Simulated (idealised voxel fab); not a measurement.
Process module under the name voxel self aligned contacts
We display cut, a cross-section 160 nm in width whose square cells are each 5 nm.
Throughout this document, each cross-section is represented as a grid of square cells and is presented as a sequence of bands enumerated from the top downward, where a band comprises one or more rows of cells.
Each band's line starts with the height of the band's top and of its bottom, in nm. Then come its materials from left to right, each with its width in nm. One material with "throughout" fills the band from edge to edge. "empty" is empty space.
Height 0 is the level under which the wafer as received is all one material. The lowest band goes on downwards, as in "0 -> down".
The two numbers in a width such as "30..40" mark its ends across the band: the first belongs to the top row of cells, the second to the bottom row, and from each row to the next the width moves by the same amount.
Step note "no alterations made" = no cross-section cell changed.
Enclosed voids (no open way to top), threshold 8 cells or more, entry "Enclosed internal cavities", notation width x height at distance, distance from left edge, nm.
Anything after a step's settings on that line? It's the simulator's own note about the step.
overlay nm: mask right of planned place by this much (step with mask). Neg. = left.

Planned process steps
1) RECEIVE | material Si
2) CONFORMAL_DEP | material SiO2 | thk nm 5
3) DIRECTIONAL_DEP | material polySi | thk nm 20
4) DIRECTIONAL_DEP | material SiN | thk nm 25
5) MASKED_ETCH | tone cover | mask id GATE | width nm 25 | pitch nm 60 | etch materials SiN | depth nm 25 | overlay nm 0
6) MASKED_ETCH | tone cover | mask id GATE | width nm 25 | pitch nm 60 | etch materials polySi | depth nm 20 | overlay nm 0
7) CONFORMAL_DEP | material SiN | thk nm 10
8) DIRECTIONAL_ETCH | etch materials SiN | depth nm 10
9) FILL_DEP | material SiO2 | thk nm 20
10) CMP | height nm 60
11) MASKED_ETCH | tone open | mask id CONTACT | width nm 45 | etch materials SiO2 | depth nm 60 | overlay nm 0
12) CONFORMAL_DEP | material TiN | thk nm 5
13) FILL_DEP | material Ru | thk nm 10
14) CMP | height nm 60
15) CONFORMAL_DEP | material SiCN | thk nm 5

Cross-section of the wafer upon arrival, representing the state reached after step 1
  0 -> down: Si throughout
  Enclosed internal cavities: none

One mistake in running the module, otherwise start and plan as above: cross-section at the end
  65 -> 60: SiCN throughout
  60 -> 55: SiO2 55 nm  TiN 5 nm  Ru 35 nm  TiN 5 nm  SiO2 60 nm
  55 -> 50: SiO2 55 nm  TiN 45 nm  SiO2 60 nm
  50 -> 25: SiCN throughout
  25 -> 5: polySi throughout
  5 -> 0: SiO2 throughout
  0 -> down: Si throughout
  Enclosed internal cavities: none
Deviation from plan: step 4 changed vs plan, executed as DIRECTIONAL_DEP | material SiCN | thk nm 25
